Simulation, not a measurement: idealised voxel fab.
process module | voxel wiring stack
cross-section cut | 240 nm wide | cells 5 nm
A cross-section is a grid of square cells, given in bands from the top down. A band is one or more rows of cells.
Each band's line starts with the height of the band's top and of its bottom, in nm. Then come its materials from left to right, each with its width in nm. One material with "throughout" fills the band from edge to edge. "air" is empty space.
Height 0 is the level under which the wafer as received is all one material. The lowest band goes on downwards, as in "0 down".
A width such as "30 to 40" changes by the same amount from each row of cells to the next, from the band's top row to its bottom row.
"no change" after a step means that no cell of the cross-section changed.
closed voids: empty space of 8 cells or more with no open way to the top, each as width x height at its distance from the left edge, in nm
after a step's settings: what the simulator itself notes on the step
overlay nm, on a step with a mask: how far to the right of its planned place the mask lay; to the left if negative
plan
1 op RECEIVE | material Si
2 op CONFORMAL_DEP | material SiO2 | thk nm 10
3 op CONFORMAL_DEP | material SiN | thk nm 5
4 op DIRECTIONAL_DEP | material lowk | thk nm 15
5 op DIRECTIONAL_DEP | material aC | thk nm 15
6 op PATTERN | tone open | mask id METAL_1 | material resist | width nm 30 | pitch nm 45 | thk nm 35 | overlay nm 0
7 op DIRECTIONAL_ETCH | etch materials aC | depth nm 15
8 op STRIP | etch materials resist
9 op DIRECTIONAL_ETCH | etch materials lowk | depth nm 15
10 op DIRECTIONAL_ETCH | etch materials SiN | depth nm 5
11 op STRIP | etch materials aC
12 op CONFORMAL_DEP | material TiN | thk nm 5
13 op FILL_DEP | material W | thk nm 10
14 op CMP | height nm 30
15 op EPI | material Ru | thk nm 5
16 op FILL_DEP | material SiCN | thk nm 5
17 op DIRECTIONAL_DEP | material SiO2 | thk nm 10
18 op DIRECTIONAL_DEP | material aC | thk nm 15
19 op PATTERN | tone open | mask id PLUG_1 | material resist | width nm 15 | pitch nm 45 | thk nm 30 | overlay nm 0
20 op DIRECTIONAL_ETCH | etch materials aC | depth nm 15
21 op STRIP | etch materials resist
22 op DIRECTIONAL_ETCH | etch materials SiO2 | depth nm 10
23 op DIRECTIONAL_ETCH | etch materials SiCN | depth nm 5
24 op STRIP | etch materials aC
25 op EPI | material Ru | thk nm 10
26 op EPI | material Ru | thk nm 5
27 op CONFORMAL_DEP | material SiN | thk nm 5
28 op DIRECTIONAL_DEP | material lowk | thk nm 25
29 op DIRECTIONAL_DEP | material aC | thk nm 10
30 op PATTERN | tone open | mask id METAL_2 | material resist | width nm 30 | pitch nm 45 | thk nm 25 | overlay nm 0
31 op DIRECTIONAL_ETCH | etch materials aC | depth nm 10
32 op STRIP | etch materials resist
33 op DIRECTIONAL_ETCH | etch materials lowk | depth nm 25
34 op DIRECTIONAL_ETCH | etch materials SiN | depth nm 5
35 op STRIP | etch materials aC
36 op CONFORMAL_DEP | material TiN | thk nm 5
37 op FILL_DEP | material W | thk nm 10
38 op CMP | height nm 80
39 op CONFORMAL_DEP | material SiCN | thk nm 5
as received, after step 1
  0 down: Si throughout
  closed voids: none
a wafer at the end: this start, this plan, one mistake
  85 to 80: SiCN throughout
  80 to 55: lowk 80 | TiN 5 | W 20 | TiN 5 | lowk 15 | TiN 5 | W 20 | TiN 5 | lowk 85
  55 to 50: SiN 80 | TiN 30 | SiN 15 | TiN 30 | SiN 85
  50 to 40: SiO2 80 | Ru 20 | SiO2 25 | Ru 20 | SiO2 95
  40 to 30: SiCN 80 to 75 | Ru 20 to 40 | SiCN 25 to 5 | Ru 20 to 40 | SiCN 95 to 80
  30 to 15: lowk 80 | TiN 5 | W 20 | TiN 5 | lowk 15 | TiN 5 | W 20 | TiN 5 | lowk 85
  15 to 10: SiN 80 | TiN 30 | SiN 15 | TiN 30 | SiN 85
  10 to 0: SiO2 throughout
  0 down: Si throughout
  closed voids: none
what went wrong: step 19 ran as: op PATTERN | tone open | mask id PLUG_1 | material resist | width nm 20 | pitch nm 45 | thk nm 30 | overlay nm 0
